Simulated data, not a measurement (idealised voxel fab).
process module | voxel self aligned vias
cross-section cut | 145 nm wide | cells 5 nm
A cross-section is a grid of square cells, given in bands from the top down. A band is one or more rows of cells.
Each band's line starts with the height of the band's top and of its bottom, in nm. Then come its materials from left to right, each with its width in nm. One material with "throughout" fills the band from edge to edge. "air" is empty space.
Height 0 is the level under which the wafer as received is all one material. The lowest band goes on downwards, as in "0 down".
A width such as "30 to 40" changes by the same amount from each row of cells to the next, from the band's top row to its bottom row.
"no change" after a step means that no cell of the cross-section changed.
closed voids: empty space of 8 cells or more with no open way to the top, each as width x height at its distance from the left edge, in nm
after a step's settings: what the simulator itself notes on the step
overlay nm, on a step with a mask: how far to the right of its planned place the mask lay; to the left if negative
plan
1 op RECEIVE | material Si
2 op CONFORMAL_DEP | material SiO2 | thk nm 15
3 op CONFORMAL_DEP | material SiCN | thk nm 5
4 op DIRECTIONAL_DEP | material SiO2 | thk nm 20
5 op DIRECTIONAL_DEP | material aC | thk nm 15
6 op PATTERN | tone open | mask id LINES | material resist | width nm 25 | pitch nm 65 | thk nm 35 | overlay nm 0
7 op DIRECTIONAL_ETCH | etch materials aC | depth nm 15
8 op STRIP | etch materials resist
9 op DIRECTIONAL_ETCH | etch materials SiO2 | depth nm 20
10 op STRIP | etch materials aC
11 op CONFORMAL_DEP | material TiN | thk nm 5
12 op FILL_DEP | material Ru | thk nm 5
13 op CMP | height nm 40
14 op SELECTIVE_ETCH | etch materials W Ru TiN | depth nm 5
15 op FILL_DEP | material SiN | thk nm 5
16 op CMP | height nm 40
17 op DIRECTIONAL_DEP | material SiO2 | thk nm 20
18 op DIRECTIONAL_DEP | material aC | thk nm 10
19 op PATTERN | tone open | mask id VIAS | material resist | width nm 45 | thk nm 25 | overlay nm 0
20 op DIRECTIONAL_ETCH | etch materials aC | depth nm 10
21 op STRIP | etch materials resist
22 op DIRECTIONAL_ETCH | etch materials SiO2 | depth nm 20
23 op DIRECTIONAL_ETCH | etch materials SiN | depth nm 5
24 op STRIP | etch materials aC
25 op CONFORMAL_DEP | material TiN | thk nm 5
26 op FILL_DEP | material W | thk nm 10
27 op CMP | height nm 60
28 op CONFORMAL_DEP | material SiN | thk nm 5
as received, after step 1
  0 down: Si throughout
  closed voids: none
first wafer at the end, as planned
  65 to 60: SiN throughout
  60 to 45: SiO2 15 | TiN 5 | W 35 | TiN 5 | SiO2 85
  45 to 40: SiO2 15 | TiN 15 | W 15 | TiN 15 | SiO2 85
  40 to 35: SiO2 25 | TiN 25 | SiO2 40 | SiN 25 | SiO2 30
  35 to 25: SiO2 25 | TiN 5 | Ru 15 | TiN 5 | SiO2 40 | TiN 5 | Ru 15 | TiN 5 | SiO2 30
  25 to 20: SiO2 25 | TiN 25 | SiO2 40 | TiN 25 | SiO2 30
  20 to 15: SiCN throughout
  15 to 0: SiO2 throughout
  0 down: Si throughout
  closed voids: none
second wafer at the end: like start, like plan, one mistake
  65 to 60: SiN throughout
  60 to 40: SiO2 15 | TiN 5 | W 35 | TiN 5 | SiO2 85
  40 to 35: SiO2 15 | TiN 45 | SiO2 30 | SiN 25 | SiO2 30
  35 to 25: SiO2 15 | TiN 15 | Ru 15 | TiN 15 | SiO2 30 | TiN 5 | Ru 15 | TiN 5 | SiO2 30
  25 to 20: SiO2 15 | TiN 45 | SiO2 30 | TiN 25 | SiO2 30
  20 to 15: SiCN throughout
  15 to 0: SiO2 throughout
  0 down: Si throughout
  closed voids: none
what went wrong: step 22 was run twice
at the end the second wafer has, in cells: 16 fewer of SiO2 | 12 more of TiN | 4 more of W
